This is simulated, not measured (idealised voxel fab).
The process module that follows is named voxel self aligned contacts.
Cross-section cut spans 270 nm and uses square cells 5 nm in size.
Throughout this document, each cross-section is represented as a grid of square cells and is presented as a sequence of bands enumerated from the top downward, where a band comprises one or more rows of cells. What a band's entry tells you: where the top is and where the bottom is, as heights in nm, and after that what lies inside, material by material from left to right, each with its width in nm. Empty space is written as the word "air", and a single material marked with the word "edge to edge" occupies the band from edge to edge. Height reference: 0 = level under which incoming wafer is all one material. Lowest band: no bottom, runs on downward, e.g. "z 0 and below". The notation "30 to 40" denotes a width that varies across the rows of cells in the band, beginning at the first number in the top row, finishing at the second number in the bottom row, and changing by an identical amount from each row to the next. Step note "nothing was modified" = no cross-section cell changed. Enclosed voids (no open way to top), threshold 8 cells or more, entry "Completely enclosed voids", notation width x height at distance, distance from left edge, nm. The remark found on a step's line after its settings is issued by the simulator itself and pertains to that step. "overlay nm", when on a step's line for a step with a mask, measures how far to the right of its planned place the mask lay; a negative measure means to the left.
The planned process steps are enumerated hereunder
1 op RECEIVE | material Si
2 op OXIDIZE | depth nm 5
3 op DIRECTIONAL_DEP | material polySi | thk nm 25
4 op DIRECTIONAL_DEP | material SiN | thk nm 20
5 op PATTERN | tone cover | mask id GATE | material resist | width nm 25 | pitch nm 70 | thk nm 20 | overlay nm 0
6 op DIRECTIONAL_ETCH | etch materials SiN | depth nm 20
7 op DIRECTIONAL_ETCH | etch materials polySi | depth nm 25
8 op STRIP | etch materials resist
9 op CONFORMAL_DEP | material SiN | thk nm 10
10 op DIRECTIONAL_ETCH | etch materials SiN | depth nm 10
11 op FILL_DEP | material SiO2 | thk nm 10
12 op CMP | height nm 50
13 op PATTERN | tone open | mask id CONTACT | material resist | width nm 55 | pitch nm 70 | thk nm 15 | overlay nm 0
14 op DIRECTIONAL_ETCH | etch materials SiO2 | depth nm 55
15 op STRIP | etch materials resist
16 op CONFORMAL_DEP | material TiN | thk nm 5
17 op FILL_DEP | material W | thk nm 10
18 op CMP | height nm 50
19 op CONFORMAL_DEP | material SiN | thk nm 5
The first of a set of two wafers, run to plan
As received, after step 1
  z 0 and below = Si edge to edge
  Completely enclosed voids: none
The wafer, seen in cross-section, after step 2
  z 0 to -5 = SiO2 edge to edge
  Anything lower than -5 is untouched.
The wafer, seen in cross-section, after step 3
  z 25 to 0 = polySi edge to edge
  Anything lower than 0 is untouched.
The wafer, seen in cross-section, after step 4
  z 45 to 25 = SiN edge to edge
  Anything lower than 25 is untouched.
The wafer, seen in cross-section, after step 5
  z 65 to 45 = air (50); resist (25); air (45); resist (25); air (45); resist (25); air (55)
  Anything lower than 45 is untouched.
The wafer, seen in cross-section, after step 6
  z 65 to 45 = air (50); resist (25); air (45); resist (25); air (45); resist (25); air (55)
  z 45 to 25 = air (50); SiN (25); air (45); SiN (25); air (45); SiN (25); air (55)
  Anything lower than 25 is untouched.
The wafer, seen in cross-section, after step 7
  z 65 to 45 = air (50); resist (25); air (45); resist (25); air (45); resist (25); air (55)
  z 45 to 25 = air (50); SiN (25); air (45); SiN (25); air (45); SiN (25); air (55)
  z 25 to 0 = air (50); polySi (25); air (45); polySi (25); air (45); polySi (25); air (55)
  Anything lower than 0 is untouched.
The wafer, seen in cross-section, after step 8
  z 45 to 25 = air (50); SiN (25); air (45); SiN (25); air (45); SiN (25); air (55)
  Anything lower than 25 is untouched.
The wafer, seen in cross-section, after step 9
  z 55 to 25 = air (40); SiN (45); air (25); SiN (45); air (25); SiN (45); air (45)
  z 25 to 10 = air (40); SiN (10); polySi (25); SiN (10); air (25); SiN (10); polySi (25); SiN (10); air (25); SiN (10); polySi (25); SiN (10); air (45)
  z 10 to 0 = SiN (50); polySi (25); SiN (45); polySi (25); SiN (45); polySi (25); SiN (55)
  Anything lower than 0 is untouched.
The wafer, seen in cross-section, after step 10
  z 45 to 25 = air (40); SiN (45); air (25); SiN (45); air (25); SiN (45); air (45)
  z 25 to 0 = air (40); SiN (10); polySi (25); SiN (10); air (25); SiN (10); polySi (25); SiN (10); air (25); SiN (10); polySi (25); SiN (10); air (45)
  Anything lower than 0 is untouched.
The wafer, seen in cross-section, after step 11
  z 55 to 45 = SiO2 edge to edge
  z 45 to 25 = SiO2 (40); SiN (45); SiO2 (25); SiN (45); SiO2 (25); SiN (45); SiO2 (45)
  z 25 to 0 = SiO2 (40); SiN (10); polySi (25); SiN (10); SiO2 (25); SiN (10); polySi (25); SiN (10); SiO2 (25); SiN (10); polySi (25); SiN (10); SiO2 (45)
  Anything lower than 0 is untouched.
The wafer, seen in cross-section, after step 12
  z 50 to 45 = SiO2 edge to edge
  Anything lower than 45 is untouched.
The wafer, seen in cross-section, after step 13
  z 65 to 50 = resist (70); air (55); resist (15); air (55); resist (75)
  Anything lower than 50 is untouched.
The wafer, seen in cross-section, after step 14
  z 65 to 50 = resist (70); air (55); resist (15); air (55); resist (75)
  z 50 to 45 = SiO2 (70); air (55); SiO2 (15); air (55); SiO2 (75)
  z 45 to 25 = SiO2 (40); SiN (45); air (25); SiN (45); air (25); SiN (45); SiO2 (45)
  z 25 to 0 = SiO2 (40); SiN (10); polySi (25); SiN (10); air (25); SiN (10); polySi (25); SiN (10); air (25); SiN (10); polySi (25); SiN (10); SiO2 (45)
  z 0 to -5 = SiO2 (85); air (25); SiO2 (45); air (25); SiO2 (90)
  Anything lower than -5 is untouched.
The wafer, seen in cross-section, after step 15
  z 50 to 45 = SiO2 (70); air (55); SiO2 (15); air (55); SiO2 (75)
  Anything lower than 45 is untouched.
The wafer, seen in cross-section, after step 16
  z 55 to 50 = TiN (75); air (45); TiN (25); air (45); TiN (80)
  z 50 to 45 = SiO2 (70); TiN (20); air (15); TiN (20); SiO2 (15); TiN (20); air (15); TiN (20); SiO2 (75)
  z 45 to 25 = SiO2 (40); SiN (45); TiN (5); air (15); TiN (5); SiN (45); TiN (5); air (15); TiN (5); SiN (45); SiO2 (45)
  z 25 to 0 = SiO2 (40); SiN (10); polySi (25); SiN (10); TiN (5); air (15); TiN (5); SiN (10); polySi (25); SiN (10); TiN (5); air (15); TiN (5); SiN (10); polySi (25); SiN (10); SiO2 (45)
  z 0 to -5 = SiO2 (85); TiN (25); SiO2 (45); TiN (25); SiO2 (90)
  Anything lower than -5 is untouched.
The wafer, seen in cross-section, after step 17
  z 65 to 55 = W edge to edge
  z 55 to 50 = TiN (75); W (45); TiN (25); W (45); TiN (80)
  z 50 to 45 = SiO2 (70); TiN (20); W (15); TiN (20); SiO2 (15); TiN (20); W (15); TiN (20); SiO2 (75)
  z 45 to 25 = SiO2 (40); SiN (45); TiN (5); W (15); TiN (5); SiN (45); TiN (5); W (15); TiN (5); SiN (45); SiO2 (45)
  z 25 to 0 = SiO2 (40); SiN (10); polySi (25); SiN (10); TiN (5); W (15); TiN (5); SiN (10); polySi (25); SiN (10); TiN (5); W (15); TiN (5); SiN (10); polySi (25); SiN (10); SiO2 (45)
  Anything lower than 0 is untouched.
The wafer, seen in cross-section, after step 18
  z 50 to 45 = SiO2 (70); TiN (20); W (15); TiN (20); SiO2 (15); TiN (20); W (15); TiN (20); SiO2 (75)
  Anything lower than 45 is untouched.
The wafer, seen in cross-section, after step 19
  z 55 to 50 = SiN edge to edge
  Anything lower than 50 is untouched.
Notes, second wafer: start = first wafer's, plan = first wafer's, execution had one mistake; history identical to first through step 10
Second wafer, cross-section, planned end of step 11
  z 55 to 45 = W edge to edge
  z 45 to 25 = W (40); SiN (45); W (25); SiN (45); W (25); SiN (45); W (45)
  z 25 to 0 = W (40); SiN (10); polySi (25); SiN (10); W (25); SiN (10); polySi (25); SiN (10); W (25); SiN (10); polySi (25); SiN (10); W (45)
  Anything lower than 0 is untouched.
Second wafer, cross-section, planned end of step 12
  z 50 to 45 = W edge to edge
  Anything lower than 45 is untouched.
Second wafer, cross-section, planned end of step 13
  z 65 to 50 = resist (70); air (55); resist (15); air (55); resist (75)
  Anything lower than 50 is untouched.
Second wafer, cross-section, planned end of step 14: nothing was modified
Second wafer, cross-section, planned end of step 15
  z 50 to 45 = W edge to edge
  Anything lower than 45 is untouched.
Second wafer, cross-section, planned end of step 16
  z 55 to 50 = TiN edge to edge
  Anything lower than 50 is untouched.
Second wafer, cross-section, planned end of step 17
  z 65 to 55 = W edge to edge
  Anything lower than 55 is untouched.
Second wafer, cross-section, planned end of step 18
  z 50 to 45 = W edge to edge
  Anything lower than 45 is untouched.
Second wafer, cross-section, planned end of step 19
  z 55 to 50 = SiN edge to edge
  Anything lower than 50 is untouched.
Heads up, the wafer didn't run the way we planned it: step 11 was processed under conditions differing from the plan, specifically as op FILL_DEP | material W | thk nm 10
Heads up, by the end the second wafer has more or fewer cells of some materials compared to the first: 175 fewer of SiO2; 62 fewer of TiN; 237 more of W
